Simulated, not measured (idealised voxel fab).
Proc. module: voxel wiring stack
Section cut is 265 nm wide and gridded with 5 nm square cells.
Cross-section spec: square-cell grid; bands listed top down; each band is one or more rows. Band: top height; bottom height; in nm. Then, left to right: material with width in nm, for each material. "edge to edge": a single material spanning edge to edge. "blank": empty space. The level at which height equals 0 is the one under which the wafer, as it arrives, is entirely one material. No lower edge exists for the bottom band, which continues downward and is notated as in "from 0 down". Quick explanation for "30 to 40": the width changes in equal steps down the rows of cells, from the first number in the band's top row to the second number in its bottom row. Step marked "left unchanged"? Then no cell in the cross-section changed in it. What "Enclosed cavities" gives you is every empty space of 8 cells or more that is cut off from the top. Each appears as width x height at distance, with the distance taken from the left edge and width, height and distance all in nm. Where a step's line continues beyond its settings, the continuation is a remark by the simulator itself on that step. overlay nm: how far to the right of its planned place the mask lay on this masked step (negative: to the left).
List of planned process steps:
1: RECEIVE | material Si
2: CONFORMAL_DEP | material SiO2 | thk nm 15
3: DIRECTIONAL_DEP | material TiN | thk nm 5
4: DIRECTIONAL_DEP | material Ru | thk nm 25
5: MASKED_ETCH | tone cover | mask id METAL_1 | width nm 20 | pitch nm 35 | etch materials Ru | depth nm 25 | overlay nm 0
6: MASKED_ETCH | tone cover | mask id METAL_1 | width nm 20 | pitch nm 35 | etch materials TiN | depth nm 5 | overlay nm 0
7: CONFORMAL_DEP | material SiCN | thk nm 5
8: FILL_DEP | material lowk | thk nm 5
9: CMP | height nm 45
10: CONFORMAL_DEP | material SiCN | thk nm 5
11: DIRECTIONAL_DEP | material SiO2 | thk nm 30
12: MASKED_ETCH | tone open | mask id METAL_2 | width nm 20 | pitch nm 35 | etch materials SiO2 | depth nm 15 | overlay nm 0
13: DIRECTIONAL_DEP | material aC | thk nm 10
14: PATTERN | tone open | mask id METAL_2_HOLES | material resist | width nm 15 | pitch nm 70 | thk nm 25 | overlay nm 0
15: DIRECTIONAL_ETCH | etch materials aC | depth nm 10
16: STRIP | etch materials resist
17: DIRECTIONAL_ETCH | etch materials SiO2 | depth nm 15
18: DIRECTIONAL_ETCH | etch materials SiCN | depth nm 5
19: STRIP | etch materials aC
20: CONFORMAL_DEP | material TiN | thk nm 5
21: FILL_DEP | material Ru | thk nm 10
22: CMP | height nm 80
23: CONFORMAL_DEP | material SiCN | thk nm 5
24: DIRECTIONAL_DEP | material lowk | thk nm 15
25: MASKED_ETCH | tone open | mask id PLUG_2 | width nm 15 | pitch nm 35 | etch materials lowk | depth nm 5 | overlay nm 0
26: MASKED_ETCH | tone open | mask id PLUG_2 | width nm 15 | pitch nm 35 | etch materials SiCN | depth nm 5 | overlay nm 0
27: CONFORMAL_DEP | material TiN | thk nm 5
28: FILL_DEP | material Cu | thk nm 10
29: CMP | height nm 100
30: DIRECTIONAL_DEP | material TiN | thk nm 5
31: DIRECTIONAL_DEP | material W | thk nm 15
32: DIRECTIONAL_DEP | material aC | thk nm 15
33: PATTERN | tone cover | mask id METAL_3 | material resist | width nm 20 | pitch nm 35 | thk nm 35 | overlay nm 0
34: DIRECTIONAL_ETCH | etch materials aC | depth nm 15
35: STRIP | etch materials resist
36: DIRECTIONAL_ETCH | etch materials W | depth nm 15
37: DIRECTIONAL_ETCH | etch materials TiN | depth nm 5
38: STRIP | etch materials aC
39: CONFORMAL_DEP | material SiCN | thk nm 5
40: FILL_DEP | material SiO2 | thk nm 10
41: CMP | height nm 120
42: CONFORMAL_DEP | material SiN | thk nm 5
For this document, wafers share an identical start and vary in the step 25 depth nm; the plan quotes the first wafer's value.
So this is the first of several wafers, cross-sectioned as it came to us, meaning it's at the end of step 1:
from 0 down | Si edge to edge
Enclosed cavities: none
Gained (+) or lost (-) cells of each material since receipt, then closed voids: one row per wafer, at the end of the module:
depth nm 5 | +80 Ru | +230 SiCN | +53 SiN | +528 SiO2 | +73 TiN | +36 W | +325 lowk | Enclosed cavities: none
depth nm 10 | +3 Cu | +80 Ru | +230 SiCN | +53 SiN | +528 SiO2 | +79 TiN | +36 W | +316 lowk | Enclosed cavities: none
depth nm 15 | +9 Cu | +80 Ru | +221 SiCN | +53 SiN | +528 SiO2 | +91 TiN | +36 W | +307 lowk | Enclosed cavities: none
depth nm 20 | +9 Cu | +80 Ru | +221 SiCN | +53 SiN | +528 SiO2 | +91 TiN | +36 W | +307 lowk | Enclosed cavities: none
depth nm 25 | +9 Cu | +80 Ru | +221 SiCN | +53 SiN | +528 SiO2 | +91 TiN | +36 W | +307 lowk | Enclosed cavities: none
depth nm 30 | +9 Cu | +80 Ru | +221 SiCN | +53 SiN | +528 SiO2 | +91 TiN | +36 W | +307 lowk | Enclosed cavities: none
